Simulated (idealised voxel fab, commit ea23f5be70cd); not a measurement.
Process module under the name voxel spacer lines
This is section cut - it's 155 nm across, gridded in 5 nm square cells.
When this document writes out a cross-section, it uses a grid of square cells and lists it as bands, beginning at the top and moving down, with a band standing for one or more rows of cells. Quick guide to a band line: top height, bottom height (nm) up front; then every material left to right with its width in nm. Only one material and it's marked "throughout"? Then it fills the band edge to edge. And "air" just means empty space. All heights in this document are referenced to 0, defined as the level beneath which the wafer, as received, consists entirely of one material. The lowest band is not bounded below; it extends indefinitely downward and is written in the form "from 0 down". Think of "30->40" as a width that walks from the first number to the second as you go down the band, top row to bottom row, taking equal-sized steps from row to row. A step reported as "nothing different" is a step in which no cell of the cross-section changed. "Closed voids list" enumerates empty spaces isolated from the top, with no open way to it, that contain at least 8 cells, giving each as width x height at distance from the left edge, all three in nm. The remark found on a step's line after its settings is issued by the simulator itself and pertains to that step. overlay nm: mask right of planned place by this much (step with mask). Neg. = left. From here on the document is pairs. In a pair, the cross-section before one process step comes with the cross-section after it, and the latter goes no deeper than the lowest band that changed. What lies in between, the step and its settings, is written under the pair. A pair may be from a different run of this module on the same starting wafer than the pair above it, so it continues from that pair only where its entry headed "Structure before processing" says so.

**Structure before processing**
* from 0 down = Si throughout
* Closed voids list: none

**Resulting Structure**
* from 10 to 0 = Al2O3 throughout
* Rest of section, below 0: as before.
* Closed voids list: none
Upper to lower cross-section via CONFORMAL_DEP,material Al2O3,thk nm 10

Structure before processing: The initial state for this step is given by the after cross-section of the immediately preceding pair.

**Resulting Structure**
* from 30 to 10 = W throughout
* Rest of section, below 10: as before.
* Closed voids list: none
Upper to lower cross-section via DIRECTIONAL_DEP,material W,thk nm 20

Structure before processing: The initial state for this step is given by the after cross-section of the immediately preceding pair.

**Resulting Structure**
* from 60 to 30 = aC throughout
* Rest of section, below 30: as before.
* Closed voids list: none
Upper to lower cross-section via DIRECTIONAL_DEP,material aC,thk nm 30

Structure before processing: The initial state for this step is given by the after cross-section of the immediately preceding pair.

**Resulting Structure**
* from 100 to 60 = 35 of air  20 of resist  40 of air  20 of resist  40 of air
* Rest of section, below 60: as before.
* Closed voids list: none
Upper to lower cross-section via PATTERN,tone cover,mask id MANDREL,material resist,width nm 20,pitch nm 60,thk nm 40,overlay nm 0

Structure before processing: The initial state for this step is given by the after cross-section of the immediately preceding pair.

**Resulting Structure**
* from 70 to 60 = 35 of air  20 of resist  40 of air  20 of resist  40 of air
* from 60 to 30 = 35 of air  20 of aC  40 of air  20 of aC  40 of air
* Rest of section, below 30: as before.
* Closed voids list: none
Upper to lower cross-section via DIRECTIONAL_ETCH,etch materials aC,depth nm 30

Structure before processing: The initial state for this step is given by the after cross-section of the immediately preceding pair.

**Resulting Structure**
* from 60 to 30 = 35 of air  20 of aC  40 of air  20 of aC  40 of air
* Rest of section, below 30: as before.
* Closed voids list: none
Upper to lower cross-section via STRIP,etch materials resist

Structure before processing: The initial state for this step is given by the after cross-section of the immediately preceding pair.

**Resulting Structure**
* from 70 to 60 = 25 of air  40 of SiN  20 of air  40 of SiN  30 of air
* from 60 to 40 = 25 of air  10 of SiN  20 of aC  10 of SiN  20 of air  10 of SiN  20 of aC  10 of SiN  30 of air
* from 40 to 30 = 35 of SiN  20 of aC  40 of SiN  20 of aC  40 of SiN
* Rest of section, below 30: as before.
* Closed voids list: none
Upper to lower cross-section via CONFORMAL_DEP,material SiN,thk nm 10

Structure before processing: The initial state for this step is given by the after cross-section of the immediately preceding pair.

**Resulting Structure**
* from 60 to 30 = 25 of air  10 of SiN  20 of aC  10 of SiN  20 of air  10 of SiN  20 of aC  10 of SiN  30 of air
* Rest of section, below 30: as before.
* Closed voids list: none
Upper to lower cross-section via DIRECTIONAL_ETCH,etch materials SiN,depth nm 10

Structure before processing: The initial state for this step is given by the after cross-section of the immediately preceding pair.

**Resulting Structure**
* from 60 to 30 = 25 of air  10 of SiN  20 of air  10 of SiN  20 of air  10 of SiN  20 of air  10 of SiN  30 of air
* Rest of section, below 30: as before.
* Closed voids list: none
Upper to lower cross-section via STRIP,etch materials aC

Structure before processing: The initial state for this step is given by the after cross-section of the immediately preceding pair.

**Resulting Structure**
* from 60 to 30 = 25 of air  10 of SiN  20 of air  10 of SiN  20 of air  10 of SiN  20 of air  10 of SiN  30 of air
* from 30 to 10 = 25 of air  10 of W  20 of air  10 of W  20 of air  10 of W  20 of air  10 of W  30 of air
* Rest of section, below 10: as before.
* Closed voids list: none
Upper to lower cross-section via DIRECTIONAL_ETCH,etch materials W,depth nm 20

Structure before processing: The initial state for this step is given by the after cross-section of the immediately preceding pair.

**Resulting Structure**
* from 30 to 10 = 25 of air  10 of W  20 of air  10 of W  20 of air  10 of W  20 of air  10 of W  30 of air
* Rest of section, below 10: as before.
* Closed voids list: none
Upper to lower cross-section via STRIP,etch materials SiN

**Structure before processing**
* from 0 down = Si throughout
* Closed voids list: none

**Resulting Structure**
* from 20 to 0 = W throughout
* Rest of section, below 0: as before.
* Closed voids list: none
Upper to lower cross-section via DIRECTIONAL_DEP,material W,thk nm 20

Structure before processing: The initial state for this step is given by the after cross-section of the immediately preceding pair.

**Resulting Structure**
* from 50 to 20 = aC throughout
* Rest of section, below 20: as before.
* Closed voids list: none
Upper to lower cross-section via DIRECTIONAL_DEP,material aC,thk nm 30

Structure before processing: The initial state for this step is given by the after cross-section of the immediately preceding pair.

**Resulting Structure**
* from 90 to 50 = 35 of air  20 of resist  40 of air  20 of resist  40 of air
* Rest of section, below 50: as before.
* Closed voids list: none
Upper to lower cross-section via PATTERN,tone cover,mask id MANDREL,material resist,width nm 20,pitch nm 60,thk nm 40,overlay nm 0

Structure before processing: The initial state for this step is given by the after cross-section of the immediately preceding pair.

**Resulting Structure**
* from 60 to 50 = 35 of air  20 of resist  40 of air  20 of resist  40 of air
* from 50 to 20 = 35 of air  20 of aC  40 of air  20 of aC  40 of air
* Rest of section, below 20: as before.
* Closed voids list: none
Upper to lower cross-section via DIRECTIONAL_ETCH,etch materials aC,depth nm 30

Structure before processing: The initial state for this step is given by the after cross-section of the immediately preceding pair.

**Resulting Structure**
* from 50 to 20 = 35 of air  20 of aC  40 of air  20 of aC  40 of air
* Rest of section, below 20: as before.
* Closed voids list: none
Upper to lower cross-section via STRIP,etch materials resist

Structure before processing: The initial state for this step is given by the after cross-section of the immediately preceding pair.

**Resulting Structure**
* from 60 to 50 = 25 of air  40 of SiN  20 of air  40 of SiN  30 of air
* from 50 to 30 = 25 of air  10 of SiN  20 of aC  10 of SiN  20 of air  10 of SiN  20 of aC  10 of SiN  30 of air
* from 30 to 20 = 35 of SiN  20 of aC  40 of SiN  20 of aC  40 of SiN
* Rest of section, below 20: as before.
* Closed voids list: none
Upper to lower cross-section via CONFORMAL_DEP,material SiN,thk nm 10

Structure before processing: The initial state for this step is given by the after cross-section of the immediately preceding pair.

**Resulting Structure**
* from 50 to 20 = 25 of air  10 of SiN  20 of aC  10 of SiN  20 of air  10 of SiN  20 of aC  10 of SiN  30 of air
* Rest of section, below 20: as before.
* Closed voids list: none
Upper to lower cross-section via DIRECTIONAL_ETCH,etch materials SiN,depth nm 10

Structure before processing: The initial state for this step is given by the after cross-section of the immediately preceding pair.

**Resulting Structure**
* from 50 to 20 = 25 of air  10 of SiN  20 of air  10 of SiN  20 of air  10 of SiN  20 of air  10 of SiN  30 of air
* Rest of section, below 20: as before.
* Closed voids list: none
Upper to lower cross-section via STRIP,etch materials aC

Structure before processing: The initial state for this step is given by the after cross-section of the immediately preceding pair.

**Resulting Structure**
* from 50 to 20 = 25 of air  10 of SiN  20 of air  10 of SiN  20 of air  10 of SiN  20 of air  10 of SiN  30 of air
* from 20 to 0 = 25 of air  10 of W  20 of air  10 of W  20 of air  10 of W  20 of air  10 of W  30 of air
* Rest of section, below 0: as before.
* Closed voids list: none
Upper to lower cross-section via DIRECTIONAL_ETCH,etch materials W,depth nm 20

Structure before processing: The initial state for this step is given by the after cross-section of the immediately preceding pair.

**Resulting Structure**
* from 20 to 0 = 25 of air  10 of W  20 of air  10 of W  20 of air  10 of W  20 of air  10 of W  30 of air
* Rest of section, below 0: as before.
* Closed voids list: none
Upper to lower cross-section via STRIP,etch materials SiN

**Structure before processing**
* from 30 to 10 = W throughout
* from 10 to 0 = Al2O3 throughout
* from 0 down = Si throughout
* Closed voids list: none

**Resulting Structure**
* from 50 to 10 = W throughout
* Rest of section, below 10: as before.
* Closed voids list: none
Upper to lower cross-section via DIRECTIONAL_DEP,material W,thk nm 20

Structure before processing: The initial state for this step is given by the after cross-section of the immediately preceding pair.

**Resulting Structure**
* from 80 to 50 = aC throughout
* Rest of section, below 50: as before.
* Closed voids list: none
Upper to lower cross-section via DIRECTIONAL_DEP,material aC,thk nm 30

Structure before processing: The initial state for this step is given by the after cross-section of the immediately preceding pair.

**Resulting Structure**
* from 120 to 80 = 35 of air  20 of resist  40 of air  20 of resist  40 of air
* Rest of section, below 80: as before.
* Closed voids list: none
Upper to lower cross-section via PATTERN,tone cover,mask id MANDREL,material resist,width nm 20,pitch nm 60,thk nm 40,overlay nm 0

Structure before processing: The initial state for this step is given by the after cross-section of the immediately preceding pair.

**Resulting Structure**
* from 90 to 80 = 35 of air  20 of resist  40 of air  20 of resist  40 of air
* from 80 to 50 = 35 of air  20 of aC  40 of air  20 of aC  40 of air
* Rest of section, below 50: as before.
* Closed voids list: none
Upper to lower cross-section via DIRECTIONAL_ETCH,etch materials aC,depth nm 30

Structure before processing: The initial state for this step is given by the after cross-section of the immediately preceding pair.

**Resulting Structure**
* from 80 to 50 = 35 of air  20 of aC  40 of air  20 of aC  40 of air
* Rest of section, below 50: as before.
* Closed voids list: none
Upper to lower cross-section via STRIP,etch materials resist

Structure before processing: The initial state for this step is given by the after cross-section of the immediately preceding pair.

**Resulting Structure**
* from 90 to 80 = 25 of air  40 of SiN  20 of air  40 of SiN  30 of air
* from 80 to 60 = 25 of air  10 of SiN  20 of aC  10 of SiN  20 of air  10 of SiN  20 of aC  10 of SiN  30 of air
* from 60 to 50 = 35 of SiN  20 of aC  40 of SiN  20 of aC  40 of SiN
* Rest of section, below 50: as before.
* Closed voids list: none
Upper to lower cross-section via CONFORMAL_DEP,material SiN,thk nm 10

Structure before processing: The initial state for this step is given by the after cross-section of the immediately preceding pair.

**Resulting Structure**
* from 80 to 50 = 25 of air  10 of SiN  20 of aC  10 of SiN  20 of air  10 of SiN  20 of aC  10 of SiN  30 of air
* Rest of section, below 50: as before.
* Closed voids list: none
Upper to lower cross-section via DIRECTIONAL_ETCH,etch materials SiN,depth nm 10

Structure before processing: The initial state for this step is given by the after cross-section of the immediately preceding pair.

**Resulting Structure**
* from 80 to 50 = 25 of air  10 of SiN  20 of air  10 of SiN  20 of air  10 of SiN  20 of air  10 of SiN  30 of air
* Rest of section, below 50: as before.
* Closed voids list: none
Upper to lower cross-section via STRIP,etch materials aC

Structure before processing: The initial state for this step is given by the after cross-section of the immediately preceding pair.

**Resulting Structure**
* from 80 to 50 = 25 of air  10 of SiN  20 of air  10 of SiN  20 of air  10 of SiN  20 of air  10 of SiN  30 of air
* from 50 to 30 = 25 of air  10 of W  20 of air  10 of W  20 of air  10 of W  20 of air  10 of W  30 of air
* Rest of section, below 30: as before.
* Closed voids list: none
Upper to lower cross-section via DIRECTIONAL_ETCH,etch materials W,depth nm 20

Structure before processing: The initial state for this step is given by the after cross-section of the immediately preceding pair.

**Resulting Structure**
* from 50 to 30 = 25 of air  10 of W  20 of air  10 of W  20 of air  10 of W  20 of air  10 of W  30 of air
* Rest of section, below 30: as before.
* Closed voids list: none
Upper to lower cross-section via STRIP,etch materials SiN

**Structure before processing**
* from 60 to 30 = 25 of air  10 of SiN  20 of aC  10 of SiN  20 of air  10 of SiN  20 of aC  10 of SiN  30 of air
* from 30 to 10 = W throughout
* from 10 to 0 = Al2O3 throughout
* from 0 down = Si throughout
* Closed voids list: none

**Resulting Structure**
* from 60 to 30 = 25 of air  10 of SiN  20 of aC  10 of SiN  20 of air  10 of SiN  20 of aC  10 of SiN  30 of air
* from 30 to 10 = 25 of air  40 of W  20 of air  40 of W  30 of air
* Rest of section, below 10: as before.
* Closed voids list: none
Upper to lower cross-section via DIRECTIONAL_ETCH,etch materials W,depth nm 20

Structure before processing: The initial state for this step is given by the after cross-section of the immediately preceding pair.

**Resulting Structure**
* from 60 to 30 = 25 of air  10 of SiN  20 of air  10 of SiN  20 of air  10 of SiN  20 of air  10 of SiN  30 of air
* Rest of section, below 30: as before.
* Closed voids list: none
Upper to lower cross-section via STRIP,etch materials aC

Structure before processing: The initial state for this step is given by the after cross-section of the immediately preceding pair.

**Resulting Structure**
* from 30 to 10 = 25 of air  40 of W  20 of air  40 of W  30 of air
* Rest of section, below 10: as before.
* Closed voids list: none
Upper to lower cross-section via STRIP,etch materials SiN

**Structure before processing**
* from 10 to 0 = Al2O3 throughout
* from 0 down = Si throughout
* Closed voids list: none

**Resulting Structure**
* from 20 to 10 = W throughout
* Rest of section, below 10: as before.
* Closed voids list: none
Upper to lower cross-section via DIRECTIONAL_DEP,material W,thk nm 10

Structure before processing: The initial state for this step is given by the after cross-section of the immediately preceding pair.

**Resulting Structure**
* from 50 to 20 = aC throughout
* Rest of section, below 20: as before.
* Closed voids list: none
Upper to lower cross-section via DIRECTIONAL_DEP,material aC,thk nm 30

Structure before processing: The initial state for this step is given by the after cross-section of the immediately preceding pair.

**Resulting Structure**
* from 90 to 50 = 35 of air  20 of resist  40 of air  20 of resist  40 of air
* Rest of section, below 50: as before.
* Closed voids list: none
Upper to lower cross-section via PATTERN,tone cover,mask id MANDREL,material resist,width nm 20,pitch nm 60,thk nm 40,overlay nm 0

Structure before processing: The initial state for this step is given by the after cross-section of the immediately preceding pair.

**Resulting Structure**
* from 60 to 50 = 35 of air  20 of resist  40 of air  20 of resist  40 of air
* from 50 to 20 = 35 of air  20 of aC  40 of air  20 of aC  40 of air
* Rest of section, below 20: as before.
* Closed voids list: none
Upper to lower cross-section via DIRECTIONAL_ETCH,etch materials aC,depth nm 30

Structure before processing: The initial state for this step is given by the after cross-section of the immediately preceding pair.

**Resulting Structure**
* from 50 to 20 = 35 of air  20 of aC  40 of air  20 of aC  40 of air
* Rest of section, below 20: as before.
* Closed voids list: none
Upper to lower cross-section via STRIP,etch materials resist

Structure before processing: The initial state for this step is given by the after cross-section of the immediately preceding pair.

**Resulting Structure**
* from 60 to 50 = 25 of air  40 of SiN  20 of air  40 of SiN  30 of air
* from 50 to 30 = 25 of air  10 of SiN  20 of aC  10 of SiN  20 of air  10 of SiN  20 of aC  10 of SiN  30 of air
* from 30 to 20 = 35 of SiN  20 of aC  40 of SiN  20 of aC  40 of SiN
* Rest of section, below 20: as before.
* Closed voids list: none
Upper to lower cross-section via CONFORMAL_DEP,material SiN,thk nm 10

Structure before processing: The initial state for this step is given by the after cross-section of the immediately preceding pair.

**Resulting Structure**
* from 50 to 20 = 25 of air  10 of SiN  20 of aC  10 of SiN  20 of air  10 of SiN  20 of aC  10 of SiN  30 of air
* Rest of section, below 20: as before.
* Closed voids list: none
Upper to lower cross-section via DIRECTIONAL_ETCH,etch materials SiN,depth nm 10

Structure before processing: The initial state for this step is given by the after cross-section of the immediately preceding pair.

**Resulting Structure**
* from 50 to 20 = 25 of air  10 of SiN  20 of air  10 of SiN  20 of air  10 of SiN  20 of air  10 of SiN  30 of air
* Rest of section, below 20: as before.
* Closed voids list: none
Upper to lower cross-section via STRIP,etch materials aC

Structure before processing: The initial state for this step is given by the after cross-section of the immediately preceding pair.

**Resulting Structure**
* from 50 to 20 = 25 of air  10 of SiN  20 of air  10 of SiN  20 of air  10 of SiN  20 of air  10 of SiN  30 of air
* from 20 to 10 = 25 of air  10 of W  20 of air  10 of W  20 of air  10 of W  20 of air  10 of W  30 of air
* Rest of section, below 10: as before.
* Closed voids list: none
Upper to lower cross-section via DIRECTIONAL_ETCH,etch materials W,depth nm 20

Structure before processing: The initial state for this step is given by the after cross-section of the immediately preceding pair.

**Resulting Structure**
* from 20 to 10 = 25 of air  10 of W  20 of air  10 of W  20 of air  10 of W  20 of air  10 of W  30 of air
* Rest of section, below 10: as before.
* Closed voids list: none
Upper to lower cross-section via STRIP,etch materials SiN

**Structure before processing**
* from 60 to 30 = aC throughout
* from 30 to 10 = W throughout
* from 10 to 0 = Al2O3 throughout
* from 0 down = Si throughout
* Closed voids list: none

**Resulting Structure**
* from 100 to 60 = 30 of air  30 of resist  30 of air  30 of resist  35 of air
* Rest of section, below 60: as before.
* Closed voids list: none
Upper to lower cross-section via PATTERN,tone cover,mask id MANDREL,material resist,width nm 30,pitch nm 60,thk nm 40,overlay nm 0

Structure before processing: The initial state for this step is given by the after cross-section of the immediately preceding pair.

**Resulting Structure**
* from 70 to 60 = 30 of air  30 of resist  30 of air  30 of resist  35 of air
* from 60 to 30 = 30 of air  30 of aC  30 of air  30 of aC  35 of air
* Rest of section, below 30: as before.
* Closed voids list: none
Upper to lower cross-section via DIRECTIONAL_ETCH,etch materials aC,depth nm 30

Structure before processing: The initial state for this step is given by the after cross-section of the immediately preceding pair.

**Resulting Structure**
* from 60 to 30 = 30 of air  30 of aC  30 of air  30 of aC  35 of air
* Rest of section, below 30: as before.
* Closed voids list: none
Upper to lower cross-section via STRIP,etch materials resist

Structure before processing: The initial state for this step is given by the after cross-section of the immediately preceding pair.

**Resulting Structure**
* from 70 to 60 = 20 of air  50 of SiN  10 of air  50 of SiN  25 of air
* from 60 to 40 = 20 of air  10 of SiN  30 of aC  10 of SiN  10 of air  10 of SiN  30 of aC  10 of SiN  25 of air
* from 40 to 30 = 30 of SiN  30 of aC  30 of SiN  30 of aC  35 of SiN
* Rest of section, below 30: as before.
* Closed voids list: none
Upper to lower cross-section via CONFORMAL_DEP,material SiN,thk nm 10

Structure before processing: The initial state for this step is given by the after cross-section of the immediately preceding pair.

**Resulting Structure**
* from 60 to 30 = 20 of air  10 of SiN  30 of aC  10 of SiN  10 of air  10 of SiN  30 of aC  10 of SiN  25 of air
* Rest of section, below 30: as before.
* Closed voids list: none
Upper to lower cross-section via DIRECTIONAL_ETCH,etch materials SiN,depth nm 10

Structure before processing: The initial state for this step is given by the after cross-section of the immediately preceding pair.

**Resulting Structure**
* from 60 to 30 = 20 of air  10 of SiN  30 of air  10 of SiN  10 of air  10 of SiN  30 of air  10 of SiN  25 of air
* Rest of section, below 30: as before.
* Closed voids list: none
Upper to lower cross-section via STRIP,etch materials aC

Structure before processing: The initial state for this step is given by the after cross-section of the immediately preceding pair.

**Resulting Structure**
* from 60 to 30 = 20 of air  10 of SiN  30 of air  10 of SiN  10 of air  10 of SiN  30 of air  10 of SiN  25 of air
* from 30 to 10 = 20 of air  10 of W  30 of air  10 of W  10 of air  10 of W  30 of air  10 of W  25 of air
* Rest of section, below 10: as before.
* Closed voids list: none
Upper to lower cross-section via DIRECTIONAL_ETCH,etch materials W,depth nm 20

Structure before processing: The initial state for this step is given by the after cross-section of the immediately preceding pair.

**Resulting Structure**
* from 30 to 10 = 20 of air  10 of W  30 of air  10 of W  10 of air  10 of W  30 of air  10 of W  25 of air
* Rest of section, below 10: as before.
* Closed voids list: none
Upper to lower cross-section via STRIP,etch materials SiN

**Structure before processing**
* from 60 to 30 = aC throughout
* from 30 to 10 = W throughout
* from 10 to 0 = Al2O3 throughout
* from 0 down = Si throughout
* Closed voids list: none

**Resulting Structure**
* from 100 to 60 = 45 of air  20 of resist  40 of air  20 of resist  30 of air
* Rest of section, below 60: as before.
* Closed voids list: none
Upper to lower cross-section via PATTERN,tone cover,mask id MANDREL,material resist,width nm 20,pitch nm 60,thk nm 40,overlay nm 10

Structure before processing: The initial state for this step is given by the after cross-section of the immediately preceding pair.

**Resulting Structure**
* from 70 to 60 = 45 of air  20 of resist  40 of air  20 of resist  30 of air
* from 60 to 30 = 45 of air  20 of aC  40 of air  20 of aC  30 of air
* Rest of section, below 30: as before.
* Closed voids list: none
Upper to lower cross-section via DIRECTIONAL_ETCH,etch materials aC,depth nm 30

Structure before processing: The initial state for this step is given by the after cross-section of the immediately preceding pair.

**Resulting Structure**
* from 60 to 30 = 45 of air  20 of aC  40 of air  20 of aC  30 of air
* Rest of section, below 30: as before.
* Closed voids list: none
Upper to lower cross-section via STRIP,etch materials resist

Structure before processing: The initial state for this step is given by the after cross-section of the immediately preceding pair.

**Resulting Structure**
* from 70 to 60 = 35 of air  40 of SiN  20 of air  40 of SiN  20 of air
* from 60 to 40 = 35 of air  10 of SiN  20 of aC  10 of SiN  20 of air  10 of SiN  20 of aC  10 of SiN  20 of air
* from 40 to 30 = 45 of SiN  20 of aC  40 of SiN  20 of aC  30 of SiN
* Rest of section, below 30: as before.
* Closed voids list: none
Upper to lower cross-section via CONFORMAL_DEP,material SiN,thk nm 10

Structure before processing: The initial state for this step is given by the after cross-section of the immediately preceding pair.

**Resulting Structure**
* from 60 to 30 = 35 of air  10 of SiN  20 of aC  10 of SiN  20 of air  10 of SiN  20 of aC  10 of SiN  20 of air
* Rest of section, below 30: as before.
* Closed voids list: none
Upper to lower cross-section via DIRECTIONAL_ETCH,etch materials SiN,depth nm 10

Structure before processing: The initial state for this step is given by the after cross-section of the immediately preceding pair.

**Resulting Structure**
* from 60 to 30 = 35 of air  10 of SiN  20 of air  10 of SiN  20 of air  10 of SiN  20 of air  10 of SiN  20 of air
* Rest of section, below 30: as before.
* Closed voids list: none
Upper to lower cross-section via STRIP,etch materials aC

Structure before processing: The initial state for this step is given by the after cross-section of the immediately preceding pair.

**Resulting Structure**
* from 60 to 30 = 35 of air  10 of SiN  20 of air  10 of SiN  20 of air  10 of SiN  20 of air  10 of SiN  20 of air
* from 30 to 10 = 35 of air  10 of W  20 of air  10 of W  20 of air  10 of W  20 of air  10 of W  20 of air
* Rest of section, below 10: as before.
* Closed voids list: none
Upper to lower cross-section via DIRECTIONAL_ETCH,etch materials W,depth nm 20

Structure before processing: The initial state for this step is given by the after cross-section of the immediately preceding pair.

**Resulting Structure**
* from 30 to 10 = 35 of air  10 of W  20 of air  10 of W  20 of air  10 of W  20 of air  10 of W  20 of air
* Rest of section, below 10: as before.
* Closed voids list: none
Upper to lower cross-section via STRIP,etch materials SiN

**Structure before processing**
* from 60 to 30 = 35 of air  20 of aC  40 of air  20 of aC  40 of air
* from 30 to 10 = W throughout
* from 10 to 0 = Al2O3 throughout
* from 0 down = Si throughout
* Closed voids list: none

**Resulting Structure**
* from 70 to 60 = 25 of air  40 of W  20 of air  40 of W  30 of air
* from 60 to 40 = 25 of air  10 of W  20 of aC  10 of W  20 of air  10 of W  20 of aC  10 of W  30 of air
* from 40 to 30 = 35 of W  20 of aC  40 of W  20 of aC  40 of W
* Rest of section, below 30: as before.
* Closed voids list: none
Upper to lower cross-section via CONFORMAL_DEP,material W,thk nm 10

Structure before processing: The initial state for this step is given by the after cross-section of the immediately preceding pair.

**Resulting Structure**
* from 60 to 50 = 35 of air  20 of aC  40 of air  20 of aC  40 of air
* from 50 to 30 = 25 of air  10 of W  20 of aC  10 of W  20 of air  10 of W  20 of aC  10 of W  30 of air
* from 30 to 20 = 25 of air  40 of W  20 of air  40 of W  30 of air
* Rest of section, below 20: as before.
* Closed voids list: none
Upper to lower cross-section via DIRECTIONAL_ETCH,etch materials W,depth nm 20

**Structure before processing**
* from 60 to 30 = aC throughout
* from 30 to 10 = W throughout
* from 10 to 0 = Al2O3 throughout
* from 0 down = Si throughout
* Closed voids list: none

**Resulting Structure**
* from 100 to 60 = 35 of resist  20 of air  40 of resist  20 of air  40 of resist
* Rest of section, below 60: as before.
* Closed voids list: none
Upper to lower cross-section via PATTERN,tone open,mask id MANDREL,material resist,width nm 20,pitch nm 60,thk nm 40,overlay nm 0

Structure before processing: The initial state for this step is given by the after cross-section of the immediately preceding pair.

**Resulting Structure**
* from 70 to 60 = 35 of resist  20 of air  40 of resist  20 of air  40 of resist
* from 60 to 30 = 35 of aC  20 of air  40 of aC  20 of air  40 of aC
* Rest of section, below 30: as before.
* Closed voids list: none
Upper to lower cross-section via DIRECTIONAL_ETCH,etch materials aC,depth nm 30

Structure before processing: The initial state for this step is given by the after cross-section of the immediately preceding pair.

**Resulting Structure**
* from 60 to 30 = 35 of aC  20 of air  40 of aC  20 of air  40 of aC
* Rest of section, below 30: as before.
* Closed voids list: none
Upper to lower cross-section via STRIP,etch materials resist

Structure before processing: The initial state for this step is given by the after cross-section of the immediately preceding pair.

**Resulting Structure**
* from 70 to 60 = SiN throughout
* from 60 to 30 = 35 of aC  20 of SiN  40 of aC  20 of SiN  40 of aC
* Rest of section, below 30: as before.
* Closed voids list: none
Upper to lower cross-section via CONFORMAL_DEP,material SiN,thk nm 10

Structure before processing: The initial state for this step is given by the after cross-section of the immediately preceding pair.

**Resulting Structure**
* from 60 to 30 = 35 of aC  20 of SiN  40 of aC  20 of SiN  40 of aC
* Rest of section, below 30: as before.
* Closed voids list: none
Upper to lower cross-section via DIRECTIONAL_ETCH,etch materials SiN,depth nm 10

Structure before processing: The initial state for this step is given by the after cross-section of the immediately preceding pair.

**Resulting Structure**
* from 60 to 30 = 35 of air  20 of SiN  40 of air  20 of SiN  40 of air
* Rest of section, below 30: as before.
* Closed voids list: none
Upper to lower cross-section via STRIP,etch materials aC

Structure before processing: The initial state for this step is given by the after cross-section of the immediately preceding pair.

**Resulting Structure**
* from 60 to 30 = 35 of air  20 of SiN  40 of air  20 of SiN  40 of air
* from 30 to 10 = 35 of air  20 of W  40 of air  20 of W  40 of air
* Rest of section, below 10: as before.
* Closed voids list: none
Upper to lower cross-section via DIRECTIONAL_ETCH,etch materials W,depth nm 20

Structure before processing: The initial state for this step is given by the after cross-section of the immediately preceding pair.

**Resulting Structure**
* from 30 to 10 = 35 of air  20 of W  40 of air  20 of W  40 of air
* Rest of section, below 10: as before.
* Closed voids list: none
Upper to lower cross-section via STRIP,etch materials SiN
